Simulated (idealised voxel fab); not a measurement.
You're looking at the process module voxel quadruple lines.
In the cross-section labelled cut, the width is 285 nm and each square cell is 5 nm.
In this document a cross-section is written as a grid of square cells. It is given as a series of bands, listed from the top down, and a band is one or more rows of cells.
What a band's entry tells you: where the top is and where the bottom is, as heights in nm, and after that what lies inside, material by material from left to right, each with its width in nm. Empty space is written as the word "air", and a single material marked with the word "full width" occupies the band from edge to edge.
Where do heights start? At 0: under that level the wafer as delivered is made of one material only. And the lowest band has no floor; it just carries on downward, as in "0 -> down".
With a width like "30..40", each row of cells in the band differs from the next by the same amount, the top row carrying the first number and the bottom row the second.
Key: "nothing changed" - step with no changed cell in the cross-section.
"Enclosed cavities" contains a list of empty spaces, each no smaller than 8 cells and without an open way to the top, written in the form width x height at distance with the distance from the left edge and all three in nm.
That trailing text on a step's line, after the settings, is the simulator's own remark on the step.
Among the settings permitted on a step's line is "overlay nm"; applied to a step with a mask, it specifies the extent to which the mask lay to the right of its planned position, whereas a negative figure signifies a position to the left.

-- List of planned process steps
1 RECEIVE | material Si
2 CONFORMAL_DEP | material Al2O3 | thk nm 5
3 DIRECTIONAL_DEP | material W | thk nm 15
4 DIRECTIONAL_DEP | material polySi | thk nm 20
5 DIRECTIONAL_DEP | material aC | thk nm 25
6 PATTERN | tone cover | mask id MANDREL | material resist | width nm 30 | thk nm 30 | overlay nm 0
7 DIRECTIONAL_ETCH | etch materials aC | depth nm 25
8 STRIP | etch materials resist
9 CONFORMAL_DEP | material SiO2 | thk nm 10
10 DIRECTIONAL_ETCH | etch materials SiO2 | depth nm 10
11 STRIP | etch materials aC
12 DIRECTIONAL_ETCH | etch materials polySi | depth nm 20
13 STRIP | etch materials SiO2
14 CONFORMAL_DEP | material SiN | thk nm 10
15 DIRECTIONAL_ETCH | etch materials SiN | depth nm 10
16 STRIP | etch materials polySi
17 DIRECTIONAL_ETCH | etch materials W | depth nm 15
18 STRIP | etch materials SiN
19 FILL_DEP | material lowk | thk nm 5
20 CMP | height nm 20

-- Shown in cross-section is the wafer as received, that is, as it stands after step 1
0 -> down = Si full width
Enclosed cavities: none

-- Cross-section: first of two wafers, module finished, run according to plan
20 -> 5 = 105 lowk  10 W  10 lowk  10 W  10 lowk  10 W  10 lowk  10 W  110 lowk
5 -> 0 = Al2O3 full width
0 -> down = Si full width
Enclosed cavities: none

-- So this is wafer number two of the two, cut at the end of the module - it started where the first did and had the same plan, we just got one thing wrong running it
20 -> 5 = polySi full width
5 -> 0 = Al2O3 full width
0 -> down = Si full width
Enclosed cavities: none
So what did we get wrong on this run? order of steps 3 and 4 inverted relative to the plan
Materials where the second wafer ends with more or fewer cells than the first: W -24, lowk -147, polySi +171
